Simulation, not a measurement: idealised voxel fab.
This is a process module. Its name is voxel transistor to metal.
The cross-section shown here is cut; it is 265 nm wide and divided into square cells measuring 5 nm on a side.
Cross-sections here: square-cell grids, written as top-down lists of bands, a band being one or more rows of cells.
Look at the band entry: it leads with the top's height and the bottom's height in nm. Then it lists the materials left to right, with a width in nm for each. The word "full width" on a single material says that material fills the band edge to edge. The word "empty" is empty space.
Heights are expressed relative to 0, this being the level below which the as-received wafer comprises one material exclusively. The lowest band is unbounded in the downward direction and is denoted as in "z 0 and below".
A width such as "30 to 40" changes by the same amount from each row of cells to the next, from the band's top row to its bottom row.
The cross-section has no changed cell in any step marked "same as before".
Closed-off voids of 8+ cells (no open route to the top) go in "Listed closed voids", written width x height at distance from the left edge, in nm.
Post-settings text on a step line: simulator's own remark regarding the step.
What "overlay nm" on a step's line means: if the step has a mask, that mask lay this far to the right of its planned place, or, when the value is negative, to the left.

## The planned process steps are enumerated hereunder
| 1 | RECEIVE: material Si |
| 2 | CONFORMAL_DEP: material SiO2, thk nm 5 |
| 3 | CONFORMAL_DEP: material SiN, thk nm 10 |
| 4 | PATTERN: tone cover, mask id ACTIVE, material resist, width nm 100, pitch nm 125, thk nm 20, overlay nm 0 |
| 5 | DIRECTIONAL_ETCH: etch materials SiN, depth nm 10 |
| 6 | DIRECTIONAL_ETCH: etch materials SiO2, depth nm 5 |
| 7 | DIRECTIONAL_ETCH: etch materials Si, depth nm 25 |
| 8 | STRIP: etch materials resist |
| 9 | OXIDIZE: depth nm 5 |
| 10 | FILL_DEP: material SiO2, thk nm 5 |
| 11 | CMP: height nm 15 |
| 12 | SELECTIVE_ETCH: etch materials SiO2, depth nm 10 |
| 13 | STRIP: etch materials SiN |
| 14 | SELECTIVE_ETCH: etch materials SiO2, depth nm 5 |
| 15 | OXIDIZE: depth nm 5 |
| 16 | DIRECTIONAL_DEP: material polySi, thk nm 30 |
| 17 | DIRECTIONAL_DEP: material SiCN, thk nm 15 |
| 18 | DIRECTIONAL_DEP: material aC, thk nm 15 |
| 19 | PATTERN: tone cover, mask id GATE, material resist, width nm 20, pitch nm 125, thk nm 30, overlay nm 0 |
| 20 | DIRECTIONAL_ETCH: etch materials aC, depth nm 15 |
| 21 | STRIP: etch materials resist |
| 22 | DIRECTIONAL_ETCH: etch materials SiCN, depth nm 25 |
| 23 | DIRECTIONAL_ETCH: etch materials polySi, depth nm 40 |
| 24 | STRIP: etch materials aC |
| 25 | CONFORMAL_DEP: material SiN, thk nm 10 |
| 26 | DIRECTIONAL_ETCH: etch materials SiN, depth nm 10 |
| 27 | DIRECTIONAL_ETCH: etch materials SiO2, depth nm 5 |
| 28 | DIRECTIONAL_ETCH: etch materials Si, depth nm 10 |
| 29 | EPI: material SiGe, thk nm 15 |
| 30 | FILL_DEP: material SiO2, thk nm 5 |
| 31 | CMP: height nm 45 |
| 32 | DIRECTIONAL_DEP: material SiO2, thk nm 15 |
| 33 | DIRECTIONAL_DEP: material aC, thk nm 15 |
| 34 | PATTERN: tone open, mask id CONTACT, material resist, width nm 20, thk nm 35, overlay nm 0 |
| 35 | DIRECTIONAL_ETCH: etch materials aC, depth nm 15 |
| 36 | STRIP: etch materials resist |
| 37 | DIRECTIONAL_ETCH: etch materials SiO2, depth nm 60 |
| 38 | STRIP: etch materials aC |
| 39 | CONFORMAL_DEP: material TiN, thk nm 5 |
| 40 | FILL_DEP: material Ru, thk nm 10 |
| 41 | CMP: height nm 60 |
| 42 | CONFORMAL_DEP: material SiN, thk nm 5 |
| 43 | DIRECTIONAL_DEP: material lowk, thk nm 20 |
| 44 | PATTERN: tone open, mask id METAL_1, material resist, width nm 20, thk nm 20, overlay nm 0 |
| 45 | DIRECTIONAL_ETCH: etch materials lowk, depth nm 20 |
| 46 | DIRECTIONAL_ETCH: etch materials SiN, depth nm 5 |
| 47 | STRIP: etch materials resist |
| 48 | CONFORMAL_DEP: material TiN, thk nm 5 |
| 49 | FILL_DEP: material Ru, thk nm 5 |
| 50 | CMP: height nm 85 |
| 51 | CONFORMAL_DEP: material SiCN, thk nm 5 |
| 52 | DIRECTIONAL_DEP: material lowk, thk nm 25 |
| 53 | DIRECTIONAL_DEP: material aC, thk nm 15 |
| 54 | PATTERN: tone open, mask id METAL_2_HOLES, material resist, width nm 15, pitch nm 125, thk nm 35, overlay nm 0 |
| 55 | DIRECTIONAL_ETCH: etch materials aC, depth nm 15 |
| 56 | STRIP: etch materials resist |
| 57 | DIRECTIONAL_ETCH: etch materials lowk, depth nm 25 |
| 58 | STRIP: etch materials aC |
| 59 | PATTERN: tone open, mask id METAL_2, material resist, width nm 20, pitch nm 125, thk nm 20, overlay nm 0 |
| 60 | DIRECTIONAL_ETCH: etch materials lowk, depth nm 15 |
| 61 | DIRECTIONAL_ETCH: etch materials SiCN, depth nm 5 |
| 62 | STRIP: etch materials resist |
| 63 | CONFORMAL_DEP: material TiN, thk nm 5 |
| 64 | FILL_DEP: material Ru, thk nm 10 |
| 65 | CMP: height nm 115 |
| 66 | CONFORMAL_DEP: material SiN, thk nm 5 |

## First of the two wafers, run per plan

## Received-state cross-section, reflecting completion of step 1
  z 0 and below = Si full width
  Listed closed voids: none

## The following cross-section depicts the wafer upon completion of step 2
  z 5 to 0 = SiO2 full width
  All layers under 0 are left as they were.

## The following cross-section depicts the wafer upon completion of step 3
  z 15 to 5 = SiN full width
  All layers under 5 are left as they were.

## The following cross-section depicts the wafer upon completion of step 4
  z 35 to 15 = empty 20  resist 100  empty 25  resist 100  empty 20
  All layers under 15 are left as they were.

## The following cross-section depicts the wafer upon completion of step 5
  z 35 to 15 = empty 20  resist 100  empty 25  resist 100  empty 20
  z 15 to 5 = empty 20  SiN 100  empty 25  SiN 100  empty 20
  All layers under 5 are left as they were.

## The following cross-section depicts the wafer upon completion of step 6
  z 35 to 15 = empty 20  resist 100  empty 25  resist 100  empty 20
  z 15 to 5 = empty 20  SiN 100  empty 25  SiN 100  empty 20
  z 5 to 0 = empty 20  SiO2 100  empty 25  SiO2 100  empty 20
  All layers under 0 are left as they were.

## The following cross-section depicts the wafer upon completion of step 7
  z 35 to 15 = empty 20  resist 100  empty 25  resist 100  empty 20
  z 15 to 5 = empty 20  SiN 100  empty 25  SiN 100  empty 20
  z 5 to 0 = empty 20  SiO2 100  empty 25  SiO2 100  empty 20
  z 0 to -25 = empty 20  Si 100  empty 25  Si 100  empty 20
  All layers under -25 are left as they were.

## The following cross-section depicts the wafer upon completion of step 8
  z 15 to 5 = empty 20  SiN 100  empty 25  SiN 100  empty 20
  All layers under 5 are left as they were.

## The following cross-section depicts the wafer upon completion of step 9
  z 15 to 5 = empty 20  SiN 100  empty 25  SiN 100  empty 20
  z 5 to 0 = empty 20  SiO2 100  empty 25  SiO2 100  empty 20
  z 0 to -25 = empty 20  SiO2 5  Si 90  SiO2 5  empty 25  SiO2 5  Si 90  SiO2 5  empty 20
  z -25 to -30 = SiO2 25  Si 90  SiO2 35  Si 90  SiO2 25
  All layers under -30 are left as they were.

## The following cross-section depicts the wafer upon completion of step 10
  z 20 to 15 = SiO2 full width
  z 15 to 5 = SiO2 20  SiN 100  SiO2 25  SiN 100  SiO2 20
  z 5 to 0 = SiO2 full width
  z 0 to -30 = SiO2 25  Si 90  SiO2 35  Si 90  SiO2 25
  All layers under -30 are left as they were.

## The following cross-section depicts the wafer upon completion of step 11
  z 15 to 5 = SiO2 20  SiN 100  SiO2 25  SiN 100  SiO2 20
  All layers under 5 are left as they were.

## The following cross-section depicts the wafer upon completion of step 12
  z 15 to 5 = empty 20  SiN 100  empty 25  SiN 100  empty 20
  All layers under 5 are left as they were.

## The following cross-section depicts the wafer upon completion of step 13
  z 5 to 0 = SiO2 full width
  All layers under 0 are left as they were.

## The following cross-section depicts the wafer upon completion of step 14
  z 0 to -30 = SiO2 25  Si 90  SiO2 35  Si 90  SiO2 25
  All layers under -30 are left as they were.

## The following cross-section depicts the wafer upon completion of step 15
  z 0 to -5 = SiO2 full width
  All layers under -5 are left as they were.

## The following cross-section depicts the wafer upon completion of step 16
  z 30 to 0 = polySi full width
  All layers under 0 are left as they were.

## The following cross-section depicts the wafer upon completion of step 17
  z 45 to 30 = SiCN full width
  All layers under 30 are left as they were.

## The following cross-section depicts the wafer upon completion of step 18
  z 60 to 45 = aC full width
  All layers under 45 are left as they were.

## The following cross-section depicts the wafer upon completion of step 19
  z 90 to 60 = empty 60  resist 20  empty 105  resist 20  empty 60
  All layers under 60 are left as they were.

## The following cross-section depicts the wafer upon completion of step 20
  z 75 to 60 = empty 60  resist 20  empty 105  resist 20  empty 60
  z 60 to 45 = empty 60  aC 20  empty 105  aC 20  empty 60
  All layers under 45 are left as they were.

## The following cross-section depicts the wafer upon completion of step 21
  z 60 to 45 = empty 60  aC 20  empty 105  aC 20  empty 60
  All layers under 45 are left as they were.

## The following cross-section depicts the wafer upon completion of step 22
  z 60 to 45 = empty 60  aC 20  empty 105  aC 20  empty 60
  z 45 to 30 = empty 60  SiCN 20  empty 105  SiCN 20  empty 60
  All layers under 30 are left as they were.

## The following cross-section depicts the wafer upon completion of step 23
  z 60 to 45 = empty 60  aC 20  empty 105  aC 20  empty 60
  z 45 to 30 = empty 60  SiCN 20  empty 105  SiCN 20  empty 60
  z 30 to 0 = empty 60  polySi 20  empty 105  polySi 20  empty 60
  All layers under 0 are left as they were.

## The following cross-section depicts the wafer upon completion of step 24
  z 45 to 30 = empty 60  SiCN 20  empty 105  SiCN 20  empty 60
  All layers under 30 are left as they were.

## The following cross-section depicts the wafer upon completion of step 25
  z 55 to 45 = empty 50  SiN 40  empty 85  SiN 40  empty 50
  z 45 to 30 = empty 50  SiN 10  SiCN 20  SiN 10  empty 85  SiN 10  SiCN 20  SiN 10  empty 50
  z 30 to 10 = empty 50  SiN 10  polySi 20  SiN 10  empty 85  SiN 10  polySi 20  SiN 10  empty 50
  z 10 to 0 = SiN 60  polySi 20  SiN 105  polySi 20  SiN 60
  All layers under 0 are left as they were.

## The following cross-section depicts the wafer upon completion of step 26
  z 45 to 30 = empty 50  SiN 10  SiCN 20  SiN 10  empty 85  SiN 10  SiCN 20  SiN 10  empty 50
  z 30 to 0 = empty 50  SiN 10  polySi 20  SiN 10  empty 85  SiN 10  polySi 20  SiN 10  empty 50
  All layers under 0 are left as they were.

## The following cross-section depicts the wafer upon completion of step 27
  z 45 to 30 = empty 50  SiN 10  SiCN 20  SiN 10  empty 85  SiN 10  SiCN 20  SiN 10  empty 50
  z 30 to 0 = empty 50  SiN 10  polySi 20  SiN 10  empty 85  SiN 10  polySi 20  SiN 10  empty 50
  z 0 to -5 = empty 50  SiO2 40  empty 85  SiO2 40  empty 50
  All layers under -5 are left as they were.

## The following cross-section depicts the wafer upon completion of step 28
  z 45 to 30 = empty 50  SiN 10  SiCN 20  SiN 10  empty 85  SiN 10  SiCN 20  SiN 10  empty 50
  z 30 to 0 = empty 50  SiN 10  polySi 20  SiN 10  empty 85  SiN 10  polySi 20  SiN 10  empty 50
  z 0 to -5 = empty 50  SiO2 40  empty 85  SiO2 40  empty 50
  z -5 to -15 = SiO2 25  empty 25  Si 40  empty 25  SiO2 35  empty 25  Si 40  empty 25  SiO2 25
  All layers under -15 are left as they were.

## The following cross-section depicts the wafer upon completion of step 29
  z 45 to 30 = empty 50  SiN 10  SiCN 20  SiN 10  empty 85  SiN 10  SiCN 20  SiN 10  empty 50
  z 30 to 10 = empty 50  SiN 10  polySi 20  SiN 10  empty 85  SiN 10  polySi 20  SiN 10  empty 50
  z 10 to 0 = empty 35  SiGe 15  SiN 10  polySi 20  SiN 10  SiGe 15  empty 55  SiGe 15  SiN 10  polySi 20  SiN 10  SiGe 15  empty 35
  z 0 to -5 = empty 20  SiGe 30  SiO2 40  SiGe 30  empty 25  SiGe 30  SiO2 40  SiGe 30  empty 20
  z -5 to -15 = SiO2 25  SiGe 25  Si 40  SiGe 25  SiO2 35  SiGe 25  Si 40  SiGe 25  SiO2 25
  All layers under -15 are left as they were.

## The following cross-section depicts the wafer upon completion of step 30
  z 50 to 45 = SiO2 full width
  z 45 to 30 = SiO2 50  SiN 10  SiCN 20  SiN 10  SiO2 85  SiN 10  SiCN 20  SiN 10  SiO2 50
  z 30 to 10 = SiO2 50  SiN 10  polySi 20  SiN 10  SiO2 85  SiN 10  polySi 20  SiN 10  SiO2 50
  z 10 to 0 = SiO2 35  SiGe 15  SiN 10  polySi 20  SiN 10  SiGe 15  SiO2 55  SiGe 15  SiN 10  polySi 20  SiN 10  SiGe 15  SiO2 35
  z 0 to -5 = SiO2 20  SiGe 30  SiO2 40  SiGe 30  SiO2 25  SiGe 30  SiO2 40  SiGe 30  SiO2 20
  All layers under -5 are left as they were.

## The following cross-section depicts the wafer upon completion of step 31
  z 45 to 30 = SiO2 50  SiN 10  SiCN 20  SiN 10  SiO2 85  SiN 10  SiCN 20  SiN 10  SiO2 50
  All layers under 30 are left as they were.

## The following cross-section depicts the wafer upon completion of step 32
  z 60 to 45 = SiO2 full width
  All layers under 45 are left as they were.

## The following cross-section depicts the wafer upon completion of step 33
  z 75 to 60 = aC full width
  All layers under 60 are left as they were.

## The following cross-section depicts the wafer upon completion of step 34
  z 110 to 75 = resist 25  empty 20  resist 50  empty 20  resist 35  empty 20  resist 50  empty 20  resist 25
  All layers under 75 are left as they were.

## The following cross-section depicts the wafer upon completion of step 35
  z 95 to 75 = resist 25  empty 20  resist 50  empty 20  resist 35  empty 20  resist 50  empty 20  resist 25
  z 75 to 60 = aC 25  empty 20  aC 50  empty 20  aC 35  empty 20  aC 50  empty 20  aC 25
  All layers under 60 are left as they were.

## The following cross-section depicts the wafer upon completion of step 36
  z 75 to 60 = aC 25  empty 20  aC 50  empty 20  aC 35  empty 20  aC 50  empty 20  aC 25
  All layers under 60 are left as they were.

## The following cross-section depicts the wafer upon completion of step 37
  z 75 to 60 = aC 25  empty 20  aC 50  empty 20  aC 35  empty 20  aC 50  empty 20  aC 25
  z 60 to 45 = SiO2 25  empty 20  SiO2 50  empty 20  SiO2 35  empty 20  SiO2 50  empty 20  SiO2 25
  z 45 to 30 = SiO2 25  empty 20  SiO2 5  SiN 10  SiCN 20  SiN 10  SiO2 5  empty 20  SiO2 35  empty 20  SiO2 5  SiN 10  SiCN 20  SiN 10  SiO2 5  empty 20  SiO2 25
  z 30 to 10 = SiO2 25  empty 20  SiO2 5  SiN 10  polySi 20  SiN 10  SiO2 5  empty 20  SiO2 35  empty 20  SiO2 5  SiN 10  polySi 20  SiN 10  SiO2 5  empty 20  SiO2 25
  z 10 to 0 = SiO2 25  empty 10  SiGe 15  SiN 10  polySi 20  SiN 10  SiGe 15  empty 10  SiO2 35  empty 10  SiGe 15  SiN 10  polySi 20  SiN 10  SiGe 15  empty 10  SiO2 25
  All layers under 0 are left as they were.

## The following cross-section depicts the wafer upon completion of step 38
  z 60 to 45 = SiO2 25  empty 20  SiO2 50  empty 20  SiO2 35  empty 20  SiO2 50  empty 20  SiO2 25
  All layers under 45 are left as they were.

## The following cross-section depicts the wafer upon completion of step 39
  z 65 to 60 = TiN 30  empty 10  TiN 60  empty 10  TiN 45  empty 10  TiN 60  empty 10  TiN 30
  z 60 to 45 = SiO2 25  TiN 5  empty 10  TiN 5  SiO2 50  TiN 5  empty 10  TiN 5  SiO2 35  TiN 5  empty 10  TiN 5  SiO2 50  TiN 5  empty 10  TiN 5  SiO2 25
  z 45 to 30 = SiO2 25  TiN 5  empty 10  TiN 5  SiO2 5  SiN 10  SiCN 20  SiN 10  SiO2 5  TiN 5  empty 10  TiN 5  SiO2 35  TiN 5  empty 10  TiN 5  SiO2 5  SiN 10  SiCN 20  SiN 10  SiO2 5  TiN 5  empty 10  TiN 5  SiO2 25
  z 30 to 15 = SiO2 25  TiN 5  empty 10  TiN 5  SiO2 5  SiN 10  polySi 20  SiN 10  SiO2 5  TiN 5  empty 10  TiN 5  SiO2 35  TiN 5  empty 10  TiN 5  SiO2 5  SiN 10  polySi 20  SiN 10  SiO2 5  TiN 5  empty 10  TiN 5  SiO2 25
  z 15 to 10 = SiO2 25  TiN 20  SiO2 5  SiN 10  polySi 20  SiN 10  SiO2 5  TiN 20  SiO2 35  TiN 20  SiO2 5  SiN 10  polySi 20  SiN 10  SiO2 5  TiN 20  SiO2 25
  z 10 to 0 = SiO2 25  TiN 10  SiGe 15  SiN 10  polySi 20  SiN 10  SiGe 15  TiN 10  SiO2 35  TiN 10  SiGe 15  SiN 10  polySi 20  SiN 10  SiGe 15  TiN 10  SiO2 25
  All layers under 0 are left as they were.

## The following cross-section depicts the wafer upon completion of step 40
  z 75 to 65 = Ru full width
  z 65 to 60 = TiN 30  Ru 10  TiN 60  Ru 10  TiN 45  Ru 10  TiN 60  Ru 10  TiN 30
  z 60 to 45 = SiO2 25  TiN 5  Ru 10  TiN 5  SiO2 50  TiN 5  Ru 10  TiN 5  SiO2 35  TiN 5  Ru 10  TiN 5  SiO2 50  TiN 5  Ru 10  TiN 5  SiO2 25
  z 45 to 30 = SiO2 25  TiN 5  Ru 10  TiN 5  SiO2 5  SiN 10  SiCN 20  SiN 10  SiO2 5  TiN 5  Ru 10  TiN 5  SiO2 35  TiN 5  Ru 10  TiN 5  SiO2 5  SiN 10  SiCN 20  SiN 10  SiO2 5  TiN 5  Ru 10  TiN 5  SiO2 25
  z 30 to 15 = SiO2 25  TiN 5  Ru 10  TiN 5  SiO2 5  SiN 10  polySi 20  SiN 10  SiO2 5  TiN 5  Ru 10  TiN 5  SiO2 35  TiN 5  Ru 10  TiN 5  SiO2 5  SiN 10  polySi 20  SiN 10  SiO2 5  TiN 5  Ru 10  TiN 5  SiO2 25
  All layers under 15 are left as they were.

## The following cross-section depicts the wafer upon completion of step 41
  z 60 to 45 = SiO2 25  TiN 5  Ru 10  TiN 5  SiO2 50  TiN 5  Ru 10  TiN 5  SiO2 35  TiN 5  Ru 10  TiN 5  SiO2 50  TiN 5  Ru 10  TiN 5  SiO2 25
  All layers under 45 are left as they were.

## The following cross-section depicts the wafer upon completion of step 42
  z 65 to 60 = SiN full width
  All layers under 60 are left as they were.

## The following cross-section depicts the wafer upon completion of step 43
  z 85 to 65 = lowk full width
  All layers under 65 are left as they were.

## The following cross-section depicts the wafer upon completion of step 44
  z 105 to 85 = resist 25  empty 20  resist 50  empty 20  resist 35  empty 20  resist 50  empty 20  resist 25
  All layers under 85 are left as they were.

## The following cross-section depicts the wafer upon completion of step 45
  z 105 to 85 = resist 25  empty 20  resist 50  empty 20  resist 35  empty 20  resist 50  empty 20  resist 25
  z 85 to 65 = lowk 25  empty 20  lowk 50  empty 20  lowk 35  empty 20  lowk 50  empty 20  lowk 25
  All layers under 65 are left as they were.

## The following cross-section depicts the wafer upon completion of step 46
  z 105 to 85 = resist 25  empty 20  resist 50  empty 20  resist 35  empty 20  resist 50  empty 20  resist 25
  z 85 to 65 = lowk 25  empty 20  lowk 50  empty 20  lowk 35  empty 20  lowk 50  empty 20  lowk 25
  z 65 to 60 = SiN 25  empty 20  SiN 50  empty 20  SiN 35  empty 20  SiN 50  empty 20  SiN 25
  All layers under 60 are left as they were.

## The following cross-section depicts the wafer upon completion of step 47
  z 85 to 65 = lowk 25  empty 20  lowk 50  empty 20  lowk 35  empty 20  lowk 50  empty 20  lowk 25
  All layers under 65 are left as they were.

## The following cross-section depicts the wafer upon completion of step 48
  z 90 to 85 = TiN 30  empty 10  TiN 60  empty 10  TiN 45  empty 10  TiN 60  empty 10  TiN 30
  z 85 to 65 = lowk 25  TiN 5  empty 10  TiN 5  lowk 50  TiN 5  empty 10  TiN 5  lowk 35  TiN 5  empty 10  TiN 5  lowk 50  TiN 5  empty 10  TiN 5  lowk 25
  z 65 to 60 = SiN 25  TiN 20  SiN 50  TiN 20  SiN 35  TiN 20  SiN 50  TiN 20  SiN 25
  All layers under 60 are left as they were.

## The following cross-section depicts the wafer upon completion of step 49
  z 95 to 90 = Ru full width
  z 90 to 85 = TiN 30  Ru 10  TiN 60  Ru 10  TiN 45  Ru 10  TiN 60  Ru 10  TiN 30
  z 85 to 65 = lowk 25  TiN 5  Ru 10  TiN 5  lowk 50  TiN 5  Ru 10  TiN 5  lowk 35  TiN 5  Ru 10  TiN 5  lowk 50  TiN 5  Ru 10  TiN 5  lowk 25
  All layers under 65 are left as they were.

## The following cross-section depicts the wafer upon completion of step 50
  z 85 to 65 = lowk 25  TiN 5  Ru 10  TiN 5  lowk 50  TiN 5  Ru 10  TiN 5  lowk 35  TiN 5  Ru 10  TiN 5  lowk 50  TiN 5  Ru 10  TiN 5  lowk 25
  All layers under 65 are left as they were.

## The following cross-section depicts the wafer upon completion of step 51
  z 90 to 85 = SiCN full width
  All layers under 85 are left as they were.

## The following cross-section depicts the wafer upon completion of step 52
  z 115 to 90 = lowk full width
  All layers under 90 are left as they were.

## The following cross-section depicts the wafer upon completion of step 53
  z 130 to 115 = aC full width
  All layers under 115 are left as they were.

## The following cross-section depicts the wafer upon completion of step 54
  z 165 to 130 = resist 25  empty 15  resist 110  empty 15  resist 100
  All layers under 130 are left as they were.

## The following cross-section depicts the wafer upon completion of step 55
  z 150 to 130 = resist 25  empty 15  resist 110  empty 15  resist 100
  z 130 to 115 = aC 25  empty 15  aC 110  empty 15  aC 100
  All layers under 115 are left as they were.

## The following cross-section depicts the wafer upon completion of step 56
  z 130 to 115 = aC 25  empty 15  aC 110  empty 15  aC 100
  All layers under 115 are left as they were.

## The following cross-section depicts the wafer upon completion of step 57
  z 130 to 115 = aC 25  empty 15  aC 110  empty 15  aC 100
  z 115 to 90 = lowk 25  empty 15  lowk 110  empty 15  lowk 100
  All layers under 90 are left as they were.

## The following cross-section depicts the wafer upon completion of step 58
  z 115 to 90 = lowk 25  empty 15  lowk 110  empty 15  lowk 100
  All layers under 90 are left as they were.

## The following cross-section depicts the wafer upon completion of step 59
  z 135 to 115 = resist 25  empty 20  resist 105  empty 20  resist 95
  All layers under 115 are left as they were.

## The following cross-section depicts the wafer upon completion of step 60
  z 135 to 115 = resist 25  empty 20  resist 105  empty 20  resist 95
  z 115 to 100 = lowk 25  empty 20  lowk 105  empty 20  lowk 95
  All layers under 100 are left as they were.

## The following cross-section depicts the wafer upon completion of step 61
  z 135 to 115 = resist 25  empty 20  resist 105  empty 20  resist 95
  z 115 to 100 = lowk 25  empty 20  lowk 105  empty 20  lowk 95
  z 100 to 90 = lowk 25  empty 15  lowk 110  empty 15  lowk 100
  z 90 to 85 = SiCN 25  empty 15  SiCN 110  empty 15  SiCN 100
  All layers under 85 are left as they were.

## The following cross-section depicts the wafer upon completion of step 62
  z 115 to 100 = lowk 25  empty 20  lowk 105  empty 20  lowk 95
  All layers under 100 are left as they were.

## The following cross-section depicts the wafer upon completion of step 63
  z 120 to 115 = TiN 30  empty 10  TiN 115  empty 10  TiN 100
  z 115 to 105 = lowk 25  TiN 5  empty 10  TiN 5  lowk 105  TiN 5  empty 10  TiN 5  lowk 95
  z 105 to 100 = lowk 25  TiN 5  empty 5  TiN 10  lowk 105  TiN 5  empty 5  TiN 10  lowk 95
  z 100 to 90 = lowk 25  TiN 5  empty 5  TiN 5  lowk 110  TiN 5  empty 5  TiN 5  lowk 100
  z 90 to 85 = SiCN 25  TiN 15  SiCN 110  TiN 15  SiCN 100
  All layers under 85 are left as they were.

## The following cross-section depicts the wafer upon completion of step 64
  z 130 to 120 = Ru full width
  z 120 to 115 = TiN 30  Ru 10  TiN 115  Ru 10  TiN 100
  z 115 to 105 = lowk 25  TiN 5  Ru 10  TiN 5  lowk 105  TiN 5  Ru 10  TiN 5  lowk 95
  z 105 to 100 = lowk 25  TiN 5  Ru 5  TiN 10  lowk 105  TiN 5  Ru 5  TiN 10  lowk 95
  z 100 to 90 = lowk 25  TiN 5  Ru 5  TiN 5  lowk 110  TiN 5  Ru 5  TiN 5  lowk 100
  All layers under 90 are left as they were.

## The following cross-section depicts the wafer upon completion of step 65
  z 115 to 105 = lowk 25  TiN 5  Ru 10  TiN 5  lowk 105  TiN 5  Ru 10  TiN 5  lowk 95
  All layers under 105 are left as they were.

## The following cross-section depicts the wafer upon completion of step 66
  z 120 to 115 = SiN full width
  All layers under 115 are left as they were.

## Okay, second wafer. Nothing different at the start, nothing different in the plan, just one mistake somewhere in the running. As far as step 53, counting that step, it's the first wafer all over again

## Cross-sectional view of the second wafer at the intended end time of process step 54
  z 165 to 130 = resist 35  empty 15  resist 110  empty 15  resist 90
  All layers under 130 are left as they were.

## Cross-sectional view of the second wafer at the intended end time of process step 55
  z 150 to 130 = resist 35  empty 15  resist 110  empty 15  resist 90
  z 130 to 115 = aC 35  empty 15  aC 110  empty 15  aC 90
  All layers under 115 are left as they were.

## Cross-sectional view of the second wafer at the intended end time of process step 56
  z 130 to 115 = aC 35  empty 15  aC 110  empty 15  aC 90
  All layers under 115 are left as they were.

## Cross-sectional view of the second wafer at the intended end time of process step 57
  z 130 to 115 = aC 35  empty 15  aC 110  empty 15  aC 90
  z 115 to 90 = lowk 35  empty 15  lowk 110  empty 15  lowk 90
  All layers under 90 are left as they were.

## Cross-sectional view of the second wafer at the intended end time of process step 58
  z 115 to 90 = lowk 35  empty 15  lowk 110  empty 15  lowk 90
  All layers under 90 are left as they were.

## Cross-sectional view of the second wafer at the intended end time of process step 59
  z 135 to 115 = resist 25  empty 20  resist 105  empty 20  resist 95
  z 115 to 90 = lowk 35  empty 10  resist 5  lowk 110  empty 10  resist 5  lowk 90
  All layers under 90 are left as they were.

## Cross-sectional view of the second wafer at the intended end time of process step 60
  z 135 to 115 = resist 25  empty 20  resist 105  empty 20  resist 95
  z 115 to 100 = lowk 25  empty 20  resist 5  lowk 100  empty 20  resist 5  lowk 90
  All layers under 100 are left as they were.

## Cross-sectional view of the second wafer at the intended end time of process step 61
  z 135 to 115 = resist 25  empty 20  resist 105  empty 20  resist 95
  z 115 to 100 = lowk 25  empty 20  resist 5  lowk 100  empty 20  resist 5  lowk 90
  z 100 to 90 = lowk 35  empty 10  resist 5  lowk 110  empty 10  resist 5  lowk 90
  z 90 to 85 = SiCN 35  empty 10  SiCN 115  empty 10  SiCN 95
  All layers under 85 are left as they were.

## Cross-sectional view of the second wafer at the intended end time of process step 62
  z 115 to 100 = lowk 25  empty 25  lowk 100  empty 25  lowk 90
  z 100 to 90 = lowk 35  empty 15  lowk 110  empty 15  lowk 90
  All layers under 90 are left as they were.

## Cross-sectional view of the second wafer at the intended end time of process step 63
  z 120 to 115 = TiN 30  empty 15  TiN 110  empty 15  TiN 95
  z 115 to 105 = lowk 25  TiN 5  empty 15  TiN 5  lowk 100  TiN 5  empty 15  TiN 5  lowk 90
  z 105 to 95 = lowk 25 to 35  TiN 15 to 5  empty 5  TiN 5  lowk 100 to 110  TiN 15 to 5  empty 5  TiN 5  lowk 90
  z 95 to 90 = lowk 35  TiN 15  lowk 110  TiN 15  lowk 90
  z 90 to 85 = SiCN 35  TiN 10  SiCN 115  TiN 10  SiCN 95
  All layers under 85 are left as they were.

## Cross-sectional view of the second wafer at the intended end time of process step 64
  z 130 to 120 = Ru full width
  z 120 to 115 = TiN 30  Ru 15  TiN 110  Ru 15  TiN 95
  z 115 to 105 = lowk 25  TiN 5  Ru 15  TiN 5  lowk 100  TiN 5  Ru 15  TiN 5  lowk 90
  z 105 to 95 = lowk 25 to 35  TiN 15 to 5  Ru 5  TiN 5  lowk 100 to 110  TiN 15 to 5  Ru 5  TiN 5  lowk 90
  All layers under 95 are left as they were.

## Cross-sectional view of the second wafer at the intended end time of process step 65
  z 115 to 105 = lowk 25  TiN 5  Ru 15  TiN 5  lowk 100  TiN 5  Ru 15  TiN 5  lowk 90
  All layers under 105 are left as they were.

## Cross-sectional view of the second wafer at the intended end time of process step 66
  z 120 to 115 = SiN full width
  All layers under 115 are left as they were.
It is concluded that the wafer was processed incorrectly with respect to the plan, in that it should be noted that step 54 was executed with settings other than those planned, the operation and settings actually applied being PATTERN: tone open, mask id METAL_2_HOLES, material resist, width nm 15, pitch nm 125, thk nm 35, overlay nm 10
Wafer comparison, final, in cells, second relative to first, materials more or fewer: +2 Ru | +2 SiCN | +2 TiN | -6 lowk
